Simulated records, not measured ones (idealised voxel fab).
process module | voxel local oxidation
Displayed cross-section: cut, width of 295 nm, square cells sized 5 nm.
We lay out every cross-section as a grid of square cells and spell it out in bands from the top down, where one band means one or more rows of cells. Read a band's entry like this: the first values are the height of its top and the height of its bottom in nm, and what follows is the sequence of materials from left to right, each with its width in nm. Note that "air" is empty space, and that a single material marked "edge to edge" reaches across the band from edge to edge. The reference from which all heights are counted is 0, the level beneath which the as-received wafer is entirely one material; the lowest band, having no lower bound, proceeds downward and is written after the example "from 0 down". Graded width ("30 to 40"): value in top row of band = first number; value in bottom row = second number; row-to-row change constant. No cell of the cross-section changed in a step that is given as "left unchanged". "Sealed internal cavities" specifies each empty space that is not open to the top and that occupies no fewer than 8 cells, using the form width x height at distance, the distance measured from the left edge and all three quantities in nm. That trailing text on a step's line, after the settings, is the simulator's own remark on the step. The setting "overlay nm" may be written on the line of a step. When the step uses a mask, the value reports how far to the right of the planned place the mask lay, and a negative value reports that it lay to the left.
Process steps (planned):
1) RECEIVE [material Si]
2) CONFORMAL_DEP [material SiO2] [thk nm 5]
3) CONFORMAL_DEP [material SiN] [thk nm 15]
4) PATTERN [tone cover] [mask id ACTIVE] [material resist] [width nm 120] [thk nm 15] [overlay nm 0]
5) DIRECTIONAL_ETCH [etch materials SiN] [depth nm 15]
6) STRIP [etch materials resist]
7) SELECTIVE_ETCH [etch materials SiO2] [depth nm 5]
8) OXIDIZE [depth nm 10]
9) STRIP [etch materials SiN]
Cross-sectional view of the wafer in its as-received condition, corresponding to the state after step 1:
- from 0 down: Si edge to edge
- Sealed internal cavities: none
Here's the cross-section of the first of our two wafers at the end of the module - it ran as planned:
- from 5 to 0: air (90), then SiO2 (110), then air (95)
- from 0 to -10: SiO2 (100), then Si (90), then SiO2 (105)
- from -10 down: Si edge to edge
- Sealed internal cavities: none
End of module, second wafer, cross-section. Started like the first, planned like the first, run with one mistake:
- from 0 to -10: SiO2 (95), then Si (100), then SiO2 (100)
- from -10 down: Si edge to edge
- Sealed internal cavities: none
What went wrong in running the wafer? step 2 of the plan was omitted and not executed
Heads up, by the end the second wafer has more or fewer cells of some materials compared to the first: 4 more of Si; 26 fewer of SiO2
